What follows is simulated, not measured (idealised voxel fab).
Module name: voxel transistor to metal (process module)
Xsec cut, 200 nm wide, square cell size 5 nm.
In what follows, cross-sections appear as grids of square cells, described through bands that run from the top down, where every band is one or more rows of cells. Band entry format. Leading values: height of top, height of bottom, nm. Remainder: materials in left-to-right order, each with its width in nm. Special words: "all across" on a single material, which then fills the band edge to edge; "blank", empty space. Height is counted from the level 0, under which the received wafer is composed throughout of one material. The lowest of the bands is not closed at the bottom but continues downward, in the notation "0 nm and below". Read "30..40" as a graded width: first number on top, second number at the bottom, same change between each pair of neighbouring rows. Where a step carries "stayed the same", the cross-section came out of it unchanged, cell for cell. Closed-off voids of 8+ cells (no open route to the top) go in "Encapsulated voids", written width x height at distance from the left edge, in nm. Read whatever lies past the settings on a step's line as the simulator's own remark about the step. The line of a step may include "overlay nm". On a step with a mask, this value is how far to the right of its planned place the mask lay. A negative value means the mask lay to the left.

Process steps foreseen in the plan:
1,RECEIVE with material Si
2,CONFORMAL_DEP with material SiO2, thk nm 5
3,CONFORMAL_DEP with material SiN, thk nm 15
4,MASKED_ETCH with tone cover, mask id ACTIVE, width nm 110, etch materials SiN, depth nm 15, overlay nm 0
5,MASKED_ETCH with tone cover, mask id ACTIVE, width nm 110, etch materials SiO2, depth nm 5, overlay nm 0
6,MASKED_ETCH with tone cover, mask id ACTIVE, width nm 110, etch materials Si, depth nm 30, overlay nm 0
7,FILL_DEP with material SiO2, thk nm 15
8,CMP with height nm 20
9,SELECTIVE_ETCH with etch materials SiO2, depth nm 5
10,STRIP with etch materials SiN
11,SELECTIVE_ETCH with etch materials SiO2, depth nm 5
12,OXIDIZE with depth nm 5
13,DIRECTIONAL_DEP with material polySi, thk nm 20
14,DIRECTIONAL_DEP with material SiCN, thk nm 10
15,PATTERN with tone cover, mask id GATE, material resist, width nm 20, thk nm 20, overlay nm 0
16,DIRECTIONAL_ETCH with etch materials SiCN, depth nm 20
17,DIRECTIONAL_ETCH with etch materials polySi, depth nm 30
18,STRIP with etch materials resist
19,CONFORMAL_DEP with material SiN, thk nm 5
20,DIRECTIONAL_ETCH with etch materials SiN, depth nm 5
21,DIRECTIONAL_ETCH with etch materials SiO2, depth nm 5
22,DIRECTIONAL_ETCH with etch materials Si, depth nm 10
23,EPI with material SiGe, thk nm 10
24,FILL_DEP with material SiO2, thk nm 10
25,CMP with height nm 30
26,DIRECTIONAL_DEP with material SiO2, thk nm 10
27,MASKED_ETCH with tone open, mask id CONTACT, width nm 15, pitch nm 75, etch materials SiO2, depth nm 45, overlay nm 0
28,CONFORMAL_DEP with material TiN, thk nm 5
29,FILL_DEP with material W, thk nm 10
30,CMP with height nm 40
31,CONFORMAL_DEP with material SiCN, thk nm 5
32,DIRECTIONAL_DEP with material lowk, thk nm 10
33,MASKED_ETCH with tone open, mask id METAL_1, width nm 15, pitch nm 75, etch materials lowk, depth nm 20, overlay nm 0
34,MASKED_ETCH with tone open, mask id METAL_1, width nm 15, pitch nm 75, etch materials SiCN, depth nm 5, overlay nm 0
35,CONFORMAL_DEP with material TiN, thk nm 5
36,FILL_DEP with material Cu, thk nm 5
37,CMP with height nm 65
38,EPI with material Ru, thk nm 5
39,FILL_DEP with material SiCN, thk nm 5
varied across the wafers: thk nm of step 32. The plan shows the first wafer's value. All wafers start alike

Cross-section of the first of several wafers on receipt, reflecting completion of step 1:
	0 nm and below: Si all across
	Encapsulated voids: none

After the module's final step, step 39: the first of several wafers in cross-section:
	75 nm to 70 nm: SiCN all across
	70 nm to 65 nm: Ru all across
	65 nm to 60 nm: Cu all across
	60 nm to 55 nm: 60 nm TiN / 5 nm Cu / 70 nm TiN / 5 nm Cu / 60 nm TiN
	55 nm to 45 nm: 55 nm lowk / 5 nm TiN / 5 nm Cu / 5 nm TiN / 60 nm lowk / 5 nm TiN / 5 nm Cu / 5 nm TiN / 55 nm lowk
	45 nm to 40 nm: 55 nm SiCN / 15 nm TiN / 60 nm SiCN / 15 nm TiN / 55 nm SiCN
	40 nm to 30 nm: 55 nm SiO2 / 5 nm TiN / 5 nm W / 5 nm TiN / 60 nm SiO2 / 5 nm TiN / 5 nm W / 5 nm TiN / 55 nm SiO2
	30 nm to 20 nm: 55 nm SiO2 / 5 nm TiN / 5 nm W / 5 nm TiN / 15 nm SiO2 / 5 nm SiN / 20 nm SiCN / 5 nm SiN / 15 nm SiO2 / 5 nm TiN / 5 nm W / 5 nm TiN / 55 nm SiO2
	20 nm to 10 nm: 55 nm SiO2 / 5 nm TiN / 5 nm W / 5 nm TiN / 15 nm SiO2 / 5 nm SiN / 20 nm polySi / 5 nm SiN / 15 nm SiO2 / 5 nm TiN / 5 nm W / 5 nm TiN / 55 nm SiO2
	10 nm to 5 nm: 40 nm SiO2 / 5 nm SiN / 10 nm SiO2 / 5 nm TiN / 5 nm W / 5 nm TiN / 15 nm SiO2 / 5 nm SiN / 20 nm polySi / 5 nm SiN / 15 nm SiO2 / 5 nm TiN / 5 nm W / 5 nm TiN / 10 nm SiO2 / 5 nm SiN / 40 nm SiO2
	5 nm to 0 nm: 40 nm SiO2 / 5 nm SiN / 10 nm SiO2 / 5 nm TiN / 5 nm W / 5 nm TiN / 5 nm SiO2 / 10 nm SiGe / 5 nm SiN / 20 nm polySi / 5 nm SiN / 10 nm SiGe / 5 nm SiO2 / 5 nm TiN / 5 nm W / 5 nm TiN / 10 nm SiO2 / 5 nm SiN / 40 nm SiO2
	0 nm to -5 nm: 55 nm SiO2 / 15 nm TiN / 5 nm SiO2 / 10 nm SiGe / 30 nm SiO2 / 10 nm SiGe / 5 nm SiO2 / 15 nm TiN / 55 nm SiO2
	-5 nm to -15 nm: 45 nm SiO2 / 40 nm SiGe / 30 nm Si / 40 nm SiGe / 45 nm SiO2
	-15 nm to -30 nm: 45 nm SiO2 / 110 nm Si / 45 nm SiO2
	-30 nm and below: Si all across
	Encapsulated voids: none

last wafer at the end:
	75 nm to 70 nm: SiCN all across
	70 nm to 65 nm: 50 nm SiCN / 25 nm Ru / 50 nm SiCN / 25 nm Ru / 50 nm SiCN
	65 nm to 60 nm: 55 nm lowk / 15 nm TiN / 60 nm lowk / 15 nm TiN / 55 nm lowk
	60 nm to 45 nm: lowk all across
	45 nm to 40 nm: SiCN all across
	40 nm to 30 nm: 55 nm SiO2 / 5 nm TiN / 5 nm W / 5 nm TiN / 60 nm SiO2 / 5 nm TiN / 5 nm W / 5 nm TiN / 55 nm SiO2
	30 nm to 20 nm: 55 nm SiO2 / 5 nm TiN / 5 nm W / 5 nm TiN / 15 nm SiO2 / 5 nm SiN / 20 nm SiCN / 5 nm SiN / 15 nm SiO2 / 5 nm TiN / 5 nm W / 5 nm TiN / 55 nm SiO2
	20 nm to 10 nm: 55 nm SiO2 / 5 nm TiN / 5 nm W / 5 nm TiN / 15 nm SiO2 / 5 nm SiN / 20 nm polySi / 5 nm SiN / 15 nm SiO2 / 5 nm TiN / 5 nm W / 5 nm TiN / 55 nm SiO2
	10 nm to 5 nm: 40 nm SiO2 / 5 nm SiN / 10 nm SiO2 / 5 nm TiN / 5 nm W / 5 nm TiN / 15 nm SiO2 / 5 nm SiN / 20 nm polySi / 5 nm SiN / 15 nm SiO2 / 5 nm TiN / 5 nm W / 5 nm TiN / 10 nm SiO2 / 5 nm SiN / 40 nm SiO2
	5 nm to 0 nm: 40 nm SiO2 / 5 nm SiN / 10 nm SiO2 / 5 nm TiN / 5 nm W / 5 nm TiN / 5 nm SiO2 / 10 nm SiGe / 5 nm SiN / 20 nm polySi / 5 nm SiN / 10 nm SiGe / 5 nm SiO2 / 5 nm TiN / 5 nm W / 5 nm TiN / 10 nm SiO2 / 5 nm SiN / 40 nm SiO2
	0 nm to -5 nm: 55 nm SiO2 / 15 nm TiN / 5 nm SiO2 / 10 nm SiGe / 30 nm SiO2 / 10 nm SiGe / 5 nm SiO2 / 15 nm TiN / 55 nm SiO2
	-5 nm to -15 nm: 45 nm SiO2 / 40 nm SiGe / 30 nm Si / 40 nm SiGe / 45 nm SiO2
	-15 nm to -30 nm: 45 nm SiO2 / 110 nm Si / 45 nm SiO2
	-30 nm and below: Si all across
	Encapsulated voids: none

each wafer at the end: cells of each material gained (+) or lost (-) since it was received, then its closed voids:
thk nm 10 | +46 Cu | +40 Ru | -162 Si | +82 SiCN | +40 SiGe | +16 SiN | +348 SiO2 | +90 TiN | +16 W | +68 lowk | +16 polySi | Encapsulated voids: none
thk nm 15 | +8 Cu | +40 Ru | -162 Si | +82 SiCN | +40 SiGe | +16 SiN | +348 SiO2 | +94 TiN | +16 W | +102 lowk | +16 polySi | Encapsulated voids: none
thk nm 20 | +8 Cu | +10 Ru | -162 Si | +112 SiCN | +40 SiGe | +16 SiN | +348 SiO2 | +60 TiN | +16 W | +136 lowk | +16 polySi | Encapsulated voids: none
thk nm 25 | +4 Cu | +10 Ru | -162 Si | +118 SiCN | +40 SiGe | +16 SiN | +348 SiO2 | +52 TiN | +16 W | +142 lowk | +16 polySi | Encapsulated voids: none
thk nm 30 | +2 Cu | +10 Ru | -162 Si | +118 SiCN | +40 SiGe | +16 SiN | +348 SiO2 | +48 TiN | +16 W | +148 lowk | +16 polySi | Encapsulated voids: none
thk nm 35 | +10 Ru | -162 Si | +118 SiCN | +40 SiGe | +16 SiN | +348 SiO2 | +44 TiN | +16 W | +154 lowk | +16 polySi | Encapsulated voids: none
